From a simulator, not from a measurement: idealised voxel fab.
The process module presented herein is designated voxel spacer lines.
It is cross-section cut that appears here, measuring 265 nm in width, its square cells being 5 nm in size.
When this document writes out a cross-section, it uses a grid of square cells and lists it as bands, beginning at the top and moving down, with a band standing for one or more rows of cells.
Top, bottom (nm), then materials left to right with widths (nm); lone material tagged "everywhere" fills the whole band edge to edge; "air" = empty space.
Heights from 0 (as-received wafer is one material below). Bottom band endless downward, as "0 down".
With a width like "30..40", each row of cells in the band differs from the next by the same amount, the top row carrying the first number and the bottom row the second.
"everything unchanged" means the step left every cell of the cross-section as it was.
In "Trapped voids" the enclosed voids are listed, meaning empty spaces of 8 cells or larger without any opening to the top. The form is width x height at distance, distance from the left edge, units nm.
If you see something after the settings on a step's line, that's the simulator's own remark about that step.
overlay nm: mask right of planned place by this much (step with mask). Neg. = left.
Planned process steps
| 1 | RECEIVE (material Si) |
| 2 | CONFORMAL_DEP (material Al2O3; thk nm 10) |
| 3 | DIRECTIONAL_DEP (material SiN; thk nm 10) |
| 4 | DIRECTIONAL_DEP (material aC; thk nm 30) |
| 5 | PATTERN (tone cover; mask id MANDREL; material resist; width nm 25; pitch nm 80; thk nm 35; overlay nm 0) |
| 6 | DIRECTIONAL_ETCH (etch materials aC; depth nm 30) |
| 7 | STRIP (etch materials resist) |
| 8 | CONFORMAL_DEP (material SiO2; thk nm 15) |
| 9 | DIRECTIONAL_ETCH (etch materials SiO2; depth nm 15) |
| 10 | STRIP (etch materials aC) |
| 11 | DIRECTIONAL_ETCH (etch materials SiN; depth nm 10) |
| 12 | STRIP (etch materials SiO2) |
| 13 | FILL_DEP (material lowk; thk nm 10) |
| 14 | CMP (height nm 20) |
Wafer cross-section on receipt, i.e. after step 1
  0 down | Si everywhere
  Trapped voids: none
First wafer of two, sectioned at end of module; run went per plan
  20 to 10 | 25 of lowk, 15 of SiN, 25 of lowk, 15 of SiN, 25 of lowk, 15 of SiN, 25 of lowk, 15 of SiN, 25 of lowk, 15 of SiN, 25 of lowk, 15 of SiN, 25 of lowk
  10 to 0 | Al2O3 everywhere
  0 down | Si everywhere
  Trapped voids: none
Cross-sectional view: second of two wafers, end of module; start and plan identical to the first, one mistake in running
  20 to 10 | Al2O3 everywhere
  10 to 0 | SiN everywhere
  0 down | Si everywhere
  Trapped voids: none
It is concluded that the wafer was processed incorrectly with respect to the plan, in that it was found that steps 2 and 3 of the process plan had been performed in exchanged positions
at the end the second wafer has, in cells: SiN +70, lowk -70
